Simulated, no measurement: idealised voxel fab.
Process module under the name voxel transistor to metal
The figure presents cross-section cut, which has a width of 185 nm and is divided into square cells with an edge length of 5 nm.
If you're reading a cross-section in this doc, picture square cells in a grid; it comes to you as bands, top ones listed first down to the bottom, and a band can be one or more rows of cells. Within each band entry, the heights of the top and of the bottom of the band appear first, in that order and in nm; the materials of the band then follow from left to right, each with its corresponding width in nm. The designation "everywhere" on a single material indicates that it fills the band from edge to edge; the designation "empty" indicates empty space. Height datum 0, below which the as-received substrate wafer is one material. Lowest band open at the bottom, running downward: "0..down". Top row gets the first number, bottom row gets the second, and each row in between changes by the same step: that is how a band width like "30->40" works. "left unchanged" means the step left every cell of the cross-section as it was. Closed empty spaces (no open way to the top) of 8 cells or more are what "Enclosed void inventory" lists, each as width x height at distance from the left edge, nm for all three. It should be noted that, on the line of a given step, the content following the step's settings is a remark produced by the simulator itself with respect to that step. The line of a step may include "overlay nm". On a step with a mask, this value is how far to the right of its planned place the mask lay. A negative value means the mask lay to the left.

**Below is the list of planned process steps**
| 1 | RECEIVE [material Si] |
| 2 | CONFORMAL_DEP [material SiO2] [thk nm 5] |
| 3 | CONFORMAL_DEP [material SiN] [thk nm 10] |
| 4 | MASKED_ETCH [tone cover] [mask id ACTIVE] [width nm 100] [etch materials SiN] [depth nm 10] [overlay nm 0] |
| 5 | MASKED_ETCH [tone cover] [mask id ACTIVE] [width nm 100] [etch materials SiO2] [depth nm 5] [overlay nm 0] |
| 6 | MASKED_ETCH [tone cover] [mask id ACTIVE] [width nm 100] [etch materials Si] [depth nm 30] [overlay nm 0] |
| 7 | FILL_DEP [material SiO2] [thk nm 15] |
| 8 | CMP [height nm 15] |
| 9 | SELECTIVE_ETCH [etch materials SiO2] [depth nm 5] |
| 10 | STRIP [etch materials SiN] |
| 11 | SELECTIVE_ETCH [etch materials SiO2] [depth nm 5] |
| 12 | OXIDIZE [depth nm 5] |
| 13 | DIRECTIONAL_DEP [material polySi] [thk nm 30] |
| 14 | DIRECTIONAL_DEP [material SiCN] [thk nm 15] |
| 15 | MASKED_ETCH [tone cover] [mask id GATE] [width nm 20] [etch materials SiCN] [depth nm 25] [overlay nm 0] |
| 16 | MASKED_ETCH [tone cover] [mask id GATE] [width nm 20] [etch materials polySi] [depth nm 40] [overlay nm 0] |
| 17 | CONFORMAL_DEP [material SiN] [thk nm 10] |
| 18 | DIRECTIONAL_ETCH [etch materials SiN] [depth nm 10] |
| 19 | DIRECTIONAL_ETCH [etch materials SiO2] [depth nm 5] |
| 20 | DIRECTIONAL_ETCH [etch materials Si] [depth nm 5] |
| 21 | EPI [material SiGe] [thk nm 5] |
| 22 | FILL_DEP [material SiO2] [thk nm 10] |
| 23 | CMP [height nm 45] |
| 24 | DIRECTIONAL_DEP [material SiO2] [thk nm 10] |
| 25 | MASKED_ETCH [tone open] [mask id CONTACT] [width nm 20] [pitch nm 70] [etch materials SiO2] [depth nm 60] [overlay nm 0] |
| 26 | CONFORMAL_DEP [material TiN] [thk nm 5] |
| 27 | FILL_DEP [material Ru] [thk nm 10] |
| 28 | CMP [height nm 55] |
| 29 | CONFORMAL_DEP [material SiN] [thk nm 5] |
| 30 | DIRECTIONAL_DEP [material SiO2] [thk nm 15] |
| 31 | PATTERN [tone open] [mask id METAL_1] [material resist] [width nm 20] [pitch nm 70] [thk nm 15] [overlay nm 0] |
| 32 | DIRECTIONAL_ETCH [etch materials SiO2] [depth nm 15] |
| 33 | DIRECTIONAL_ETCH [etch materials SiN] [depth nm 5] |
| 34 | STRIP [etch materials resist] |
| 35 | CONFORMAL_DEP [material TiN] [thk nm 5] |
| 36 | FILL_DEP [material Cu] [thk nm 10] |
| 37 | CMP [height nm 75] |
| 38 | CONFORMAL_DEP [material SiCN] [thk nm 5] |
| 39 | DIRECTIONAL_DEP [material lowk] [thk nm 30] |
| 40 | MASKED_ETCH [tone open] [mask id METAL_2_HOLES] [width nm 15] [pitch nm 70] [etch materials lowk] [depth nm 30] [overlay nm 0] |
| 41 | MASKED_ETCH [tone open] [mask id METAL_2] [width nm 20] [pitch nm 70] [etch materials lowk] [depth nm 15] [overlay nm 0] |
| 42 | MASKED_ETCH [tone open] [mask id METAL_2] [width nm 20] [pitch nm 70] [etch materials SiCN] [depth nm 5] [overlay nm 0] |
| 43 | CONFORMAL_DEP [material TiN] [thk nm 5] |
| 44 | FILL_DEP [material Cu] [thk nm 5] |
| 45 | CMP [height nm 110] |
| 46 | CONFORMAL_DEP [material SiN] [thk nm 5] |
The plan shows the thk nm of step 46 as the first wafer had it; this setting differs between the wafers, which start out alike.

**first wafer as received, after step 1**
0..down = Si everywhere
Enclosed void inventory: none

**Wafer cross-section (first of several) - module end, post step 46 (last step)**
115..110 = SiN everywhere
110..100 = 45 of lowk | 5 of TiN | 10 of Cu | 5 of TiN | 50 of lowk | 5 of TiN | 10 of Cu | 5 of TiN | 50 of lowk
100..95 = 45 of lowk | 5 of TiN | 5 of Cu | 10 of TiN | 50 of lowk | 5 of TiN | 5 of Cu | 10 of TiN | 50 of lowk
95..80 = 45 of lowk | 5 of TiN | 5 of Cu | 5 of TiN | 55 of lowk | 5 of TiN | 5 of Cu | 5 of TiN | 55 of lowk
80..75 = 45 of SiCN | 15 of TiN | 55 of SiCN | 15 of TiN | 55 of SiCN
75..60 = 45 of SiO2 | 5 of TiN | 10 of Cu | 5 of TiN | 50 of SiO2 | 5 of TiN | 10 of Cu | 5 of TiN | 50 of SiO2
60..55 = 45 of SiN | 20 of TiN | 50 of SiN | 20 of TiN | 50 of SiN
55..45 = 45 of SiO2 | 5 of TiN | 10 of Ru | 5 of TiN | 50 of SiO2 | 5 of TiN | 10 of Ru | 5 of TiN | 50 of SiO2
45..30 = 45 of SiO2 | 5 of TiN | 10 of Ru | 5 of TiN | 5 of SiO2 | 10 of SiN | 20 of SiCN | 10 of SiN | 5 of SiO2 | 5 of TiN | 10 of Ru | 5 of TiN | 50 of SiO2
30..5 = 45 of SiO2 | 5 of TiN | 10 of Ru | 5 of TiN | 5 of SiO2 | 10 of SiN | 20 of polySi | 10 of SiN | 5 of SiO2 | 5 of TiN | 10 of Ru | 5 of TiN | 50 of SiO2
5..0 = 35 of SiO2 | 10 of SiN | 10 of TiN | 5 of Ru | 5 of TiN | 5 of SiO2 | 10 of SiN | 20 of polySi | 10 of SiN | 5 of SiO2 | 5 of TiN | 5 of Ru | 10 of TiN | 10 of SiN | 40 of SiO2
0..-5 = 45 of SiO2 | 5 of SiGe | 15 of TiN | 5 of SiGe | 40 of SiO2 | 5 of SiGe | 15 of TiN | 5 of SiGe | 50 of SiO2
-5..-10 = 40 of SiO2 | 5 of Si | 25 of SiGe | 40 of Si | 25 of SiGe | 5 of Si | 45 of SiO2
-10..-30 = 40 of SiO2 | 100 of Si | 45 of SiO2
-30..down = Si everywhere
Enclosed void inventory: none

**A cross-section through the last wafer at the close of the module**
130..110 = SiN everywhere
110..100 = 45 of lowk | 5 of TiN | 10 of Cu | 5 of TiN | 50 of lowk | 5 of TiN | 10 of Cu | 5 of TiN | 50 of lowk
100..95 = 45 of lowk | 5 of TiN | 5 of Cu | 10 of TiN | 50 of lowk | 5 of TiN | 5 of Cu | 10 of TiN | 50 of lowk
95..80 = 45 of lowk | 5 of TiN | 5 of Cu | 5 of TiN | 55 of lowk | 5 of TiN | 5 of Cu | 5 of TiN | 55 of lowk
80..75 = 45 of SiCN | 15 of TiN | 55 of SiCN | 15 of TiN | 55 of SiCN
75..60 = 45 of SiO2 | 5 of TiN | 10 of Cu | 5 of TiN | 50 of SiO2 | 5 of TiN | 10 of Cu | 5 of TiN | 50 of SiO2
60..55 = 45 of SiN | 20 of TiN | 50 of SiN | 20 of TiN | 50 of SiN
55..45 = 45 of SiO2 | 5 of TiN | 10 of Ru | 5 of TiN | 50 of SiO2 | 5 of TiN | 10 of Ru | 5 of TiN | 50 of SiO2
45..30 = 45 of SiO2 | 5 of TiN | 10 of Ru | 5 of TiN | 5 of SiO2 | 10 of SiN | 20 of SiCN | 10 of SiN | 5 of SiO2 | 5 of TiN | 10 of Ru | 5 of TiN | 50 of SiO2
30..5 = 45 of SiO2 | 5 of TiN | 10 of Ru | 5 of TiN | 5 of SiO2 | 10 of SiN | 20 of polySi | 10 of SiN | 5 of SiO2 | 5 of TiN | 10 of Ru | 5 of TiN | 50 of SiO2
5..0 = 35 of SiO2 | 10 of SiN | 10 of TiN | 5 of Ru | 5 of TiN | 5 of SiO2 | 10 of SiN | 20 of polySi | 10 of SiN | 5 of SiO2 | 5 of TiN | 5 of Ru | 10 of TiN | 10 of SiN | 40 of SiO2
0..-5 = 45 of SiO2 | 5 of SiGe | 15 of TiN | 5 of SiGe | 40 of SiO2 | 5 of SiGe | 15 of TiN | 5 of SiGe | 50 of SiO2
-5..-10 = 40 of SiO2 | 5 of Si | 25 of SiGe | 40 of Si | 25 of SiGe | 5 of Si | 45 of SiO2
-10..-30 = 40 of SiO2 | 100 of Si | 45 of SiO2
-30..down = Si everywhere
Enclosed void inventory: none

**What follows is a table in which each wafer occupies a row; for the wafer as it stands at the close of the module, the row states, material by material, how many cells have been gained (+) or lost (-) since receipt, and then gives its closed voids**
thk nm 5; +28 Cu; +42 Ru; -132 Si; +43 SiCN; +14 SiGe; +106 SiN; +442 SiO2; +104 TiN; +180 lowk; +24 polySi; Enclosed void inventory: none
thk nm 10; +28 Cu; +42 Ru; -132 Si; +43 SiCN; +14 SiGe; +143 SiN; +442 SiO2; +104 TiN; +180 lowk; +24 polySi; Enclosed void inventory: none
thk nm 15; +28 Cu; +42 Ru; -132 Si; +43 SiCN; +14 SiGe; +180 SiN; +442 SiO2; +104 TiN; +180 lowk; +24 polySi; Enclosed void inventory: none
thk nm 20; +28 Cu; +42 Ru; -132 Si; +43 SiCN; +14 SiGe; +217 SiN; +442 SiO2; +104 TiN; +180 lowk; +24 polySi; Enclosed void inventory: none
